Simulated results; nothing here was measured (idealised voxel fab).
process module | voxel ribs on slabs
cross-section cut | 265 nm wide | cells 5 nm
A cross-section is a grid of square cells, given in bands from the top down. A band is one or more rows of cells.
Each band's line starts with the height of the band's top and of its bottom, in nm. Then come its materials from left to right, each with its width in nm. One material with "throughout" fills the band from edge to edge. "air" is empty space.
Height 0 is the level under which the wafer as received is all one material. The lowest band goes on downwards, as in "0 down".
A width such as "30 to 40" changes by the same amount from each row of cells to the next, from the band's top row to its bottom row.
"no change" after a step means that no cell of the cross-section changed.
closed voids: empty space of 8 cells or more with no open way to the top, each as width x height at its distance from the left edge, in nm
after a step's settings: what the simulator itself notes on the step
overlay nm, on a step with a mask: how far to the right of its planned place the mask lay; to the left if negative
plan
1 op RECEIVE | material Si
2 op DIRECTIONAL_DEP | material SiO2 | thk nm 25
3 op DIRECTIONAL_DEP | material SiN | thk nm 20
4 op MASKED_ETCH | tone cover | mask id RIB | width nm 20 | etch materials SiN | depth nm 15 | overlay nm 0
5 op PATTERN | tone cover | mask id SLAB | material resist | width nm 60 | thk nm 15 | overlay nm 0
6 op DIRECTIONAL_ETCH | etch materials SiN | depth nm 5
7 op STRIP | etch materials resist
8 op FILL_DEP | material SiO2 | thk nm 30
9 op CMP | height nm 65
10 op DIRECTIONAL_DEP | material W | thk nm 10
11 op PATTERN | tone cover | mask id HEATER | material resist | width nm 30 | thk nm 20 | overlay nm 0
12 op DIRECTIONAL_ETCH | etch materials W | depth nm 10
13 op STRIP | etch materials resist
14 op CONFORMAL_DEP | material SiO2 | thk nm 10
as received, after step 1
  0 down: Si throughout
  closed voids: none
first wafer at the end, as planned
  85 to 75: air 105 | SiO2 50 | air 110
  75 to 65: SiO2 115 | W 30 | SiO2 120
  65 to 45: SiO2 throughout
  45 to 30: SiO2 120 | SiN 20 | SiO2 125
  30 to 25: SiO2 100 | SiN 60 | SiO2 105
  25 to 0: SiO2 throughout
  0 down: Si throughout
  closed voids: none
second wafer at the end: like start, like plan, one mistake
  10 to 0: SiO2 throughout
  0 down: Si throughout
  closed voids: none
what went wrong: step 13 ran as: op STRIP | etch materials SiO2
at the end the second wafer has, in cells: 24 fewer of SiN | 673 fewer of SiO2 | 12 fewer of W
